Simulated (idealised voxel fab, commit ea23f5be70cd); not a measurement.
The process module that follows is named voxel gate over fins.
The cross-section shown here is cut; it is 260 nm wide and divided into square cells measuring 5 nm on a side.
Just so we're on the same page, the cross-sections are grids of square cells, and they're listed out in bands top to bottom, each band one or more rows deep.
For a band, the entry starts with two heights in nm, that of the top and then that of the bottom, and carries on with the band's materials in order from left to right, each alongside its width in nm; the word "all across" beside a single material means it fills the band edge to edge, and "blank" means empty space.
Where do heights start? At 0: under that level the wafer as delivered is made of one material only. And the lowest band has no floor; it just carries on downward, as in "0..down".
Width "30->40": first value at the band's top row of cells, second value at its bottom row, equal change from row to row.
Take "remains unaltered" at face value: in the step it is given for, the cross-section changed in none of its cells.
"Closed cavity list" lists enclosed empty spaces (at least 8 cells, no open path upward to the top), each as width x height at distance from the left edge, in nm.
Whatever follows a step's settings on its line is a remark the simulator itself makes about that step.
The optional step-line setting "overlay nm" applies to steps with a mask and quantifies how far to the right of its planned location the mask lay, a negative value indicating leftward placement.
**Here's what the planned process steps look like**
1. RECEIVE with material Si
2. CONFORMAL_DEP with material SiN, thk nm 10
3. DIRECTIONAL_DEP with material aC, thk nm 10
4. PATTERN with tone cover, mask id FINS, material resist, width nm 15, pitch nm 40, thk nm 30, overlay nm 0
5. DIRECTIONAL_ETCH with etch materials aC, depth nm 10
6. STRIP with etch materials resist
7. DIRECTIONAL_ETCH with etch materials SiN, depth nm 10
8. DIRECTIONAL_ETCH with etch materials Si, depth nm 30
9. STRIP with etch materials aC
10. FILL_DEP with material SiO2, thk nm 5
11. CMP with height nm 10
12. SELECTIVE_ETCH with etch materials SiO2, depth nm 25
13. STRIP with etch materials SiN
14. CONFORMAL_DEP with material HfO2, thk nm 5
15. CONFORMAL_DEP with material TiN, thk nm 5
16. CONFORMAL_DEP with material TiAl, thk nm 5
17. CONFORMAL_DEP with material TiN, thk nm 5
18. FILL_DEP with material W, thk nm 10
19. CMP with height nm 25
20. CONFORMAL_DEP with material SiCN, thk nm 10
**Cross-sectional view of the wafer in its as-received condition, corresponding to the state after step 1**
0..down | Si all across
Closed cavity list: none
**Cross-section taken at module completion on the first of two wafers; processed per the plan**
35..25 | SiCN all across
25..20 | W all across
20..15 | W=80; TiN=95; W=85
15..10 | W=80; TiN=5; TiAl=85; TiN=5; W=85
10..5 | W=80; TiN=5; TiAl=5; TiN=35; TiAl=5; TiN=35; TiAl=5; TiN=5; W=85
5..0 | TiN=85; TiAl=5; TiN=5; HfO2=25; TiN=5; TiAl=5; TiN=5; HfO2=25; TiN=5; TiAl=5; TiN=90
0..-5 | TiAl=90; TiN=5; HfO2=5; Si=15; HfO2=5; TiN=5; TiAl=5; TiN=5; HfO2=5; Si=15; HfO2=5; TiN=5; TiAl=95
-5..-10 | TiN=95; HfO2=5; Si=15; HfO2=5; TiN=15; HfO2=5; Si=15; HfO2=5; TiN=100
-10..-15 | HfO2=100; Si=15; HfO2=25; Si=15; HfO2=105
-15..-30 | SiO2=100; Si=15; SiO2=25; Si=15; SiO2=105
-30..down | Si all across
Closed cavity list: none
**Second wafer through the module, sectioned at the end: same beginning and same plan as the first wafer, with one mistake in carrying it out**
35..25 | SiCN all across
25..20 | W all across
20..15 | W=80; TiN=95; W=85
15..10 | W=80; TiN=5; TiAl=85; TiN=5; W=85
10..5 | W=80; TiN=5; TiAl=5; HfO2=35; TiAl=5; HfO2=35; TiAl=5; TiN=5; W=85
5..0 | TiN=85; TiAl=5; HfO2=5; TiN=25; HfO2=5; TiAl=5; HfO2=5; TiN=25; HfO2=5; TiAl=5; TiN=90
0..-5 | TiAl=90; HfO2=5; TiN=5; Si=15; TiN=5; HfO2=5; TiAl=5; HfO2=5; TiN=5; Si=15; TiN=5; HfO2=5; TiAl=95
-5..-10 | HfO2=95; TiN=5; Si=15; TiN=5; HfO2=15; TiN=5; Si=15; TiN=5; HfO2=100
-10..-15 | TiN=100; Si=15; TiN=25; Si=15; TiN=105
-15..-30 | SiO2=100; Si=15; SiO2=25; Si=15; SiO2=105
-30..down | Si all across
Closed cavity list: none
The mistake made against the process plan was this: steps 14 and 15: order swapped relative to plan
Final wafers compared: equal cell tally per material, rearranged layout.
